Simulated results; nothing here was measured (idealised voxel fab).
process module | voxel plated lines
cross-section cut | 245 nm wide | cells 5 nm
A cross-section is a grid of square cells, given in bands from the top down. A band is one or more rows of cells.
Each band's line starts with the height of the band's top and of its bottom, in nm. Then come its materials from left to right, each with its width in nm. One material with "throughout" fills the band from edge to edge. "air" is empty space.
Height 0 is the level under which the wafer as received is all one material. The lowest band goes on downwards, as in "0 down".
A width such as "30 to 40" changes by the same amount from each row of cells to the next, from the band's top row to its bottom row.
"no change" after a step means that no cell of the cross-section changed.
closed voids: empty space of 8 cells or more with no open way to the top, each as width x height at its distance from the left edge, in nm
after a step's settings: what the simulator itself notes on the step
overlay nm, on a step with a mask: how far to the right of its planned place the mask lay; to the left if negative
plan
1 op RECEIVE | material Si
2 op CONFORMAL_DEP | material SiN | thk nm 15
3 op DIRECTIONAL_DEP | material TiN | thk nm 5
4 op PATTERN | tone open | mask id LINES | material resist | width nm 15 | pitch nm 35 | thk nm 40 | overlay nm 0
5 op EPI | material Ru | thk nm 5
6 op EPI | material Ru | thk nm 5
7 op EPI | material Ru | thk nm 5
8 op STRIP | etch materials resist
9 op DIRECTIONAL_ETCH | etch materials TiN | depth nm 5
10 op CONFORMAL_DEP | material SiN | thk nm 10
as received, after step 1
  0 down: Si throughout
  closed voids: none
first wafer at the end, as planned
  45 to 35: air 70 | SiN 105 | air 70
  35 to 25: air 70 | SiN 10 | Ru 15 | SiN 20 | Ru 15 | SiN 20 | Ru 15 | SiN 10 | air 70
  25 to 20: SiN 80 | Ru 15 | SiN 20 | Ru 15 | SiN 20 | Ru 15 | SiN 80
  20 to 15: SiN 80 | TiN 15 | SiN 20 | TiN 15 | SiN 20 | TiN 15 | SiN 80
  15 to 0: SiN throughout
  0 down: Si throughout
  closed voids: none
second wafer at the end: like start, like plan, one mistake
  55 to 45: air 70 | SiN 105 | air 70
  45 to 35: air 70 | SiN 10 | Ru 15 | SiN 20 | Ru 15 | SiN 20 | Ru 15 | SiN 10 | air 70
  35 to 30: SiN 80 | Ru 15 | SiN 20 | Ru 15 | SiN 20 | Ru 15 | SiN 80
  30 to 25: SiN 80 | TiN 15 | SiN 20 | TiN 15 | SiN 20 | TiN 15 | SiN 80
  25 to 15: TiN throughout
  15 to 0: SiN throughout
  0 down: Si throughout
  closed voids: none
what went wrong: step 3 ran as: op DIRECTIONAL_DEP | material TiN | thk nm 15
at the end the second wafer has, in cells: 98 more of TiN
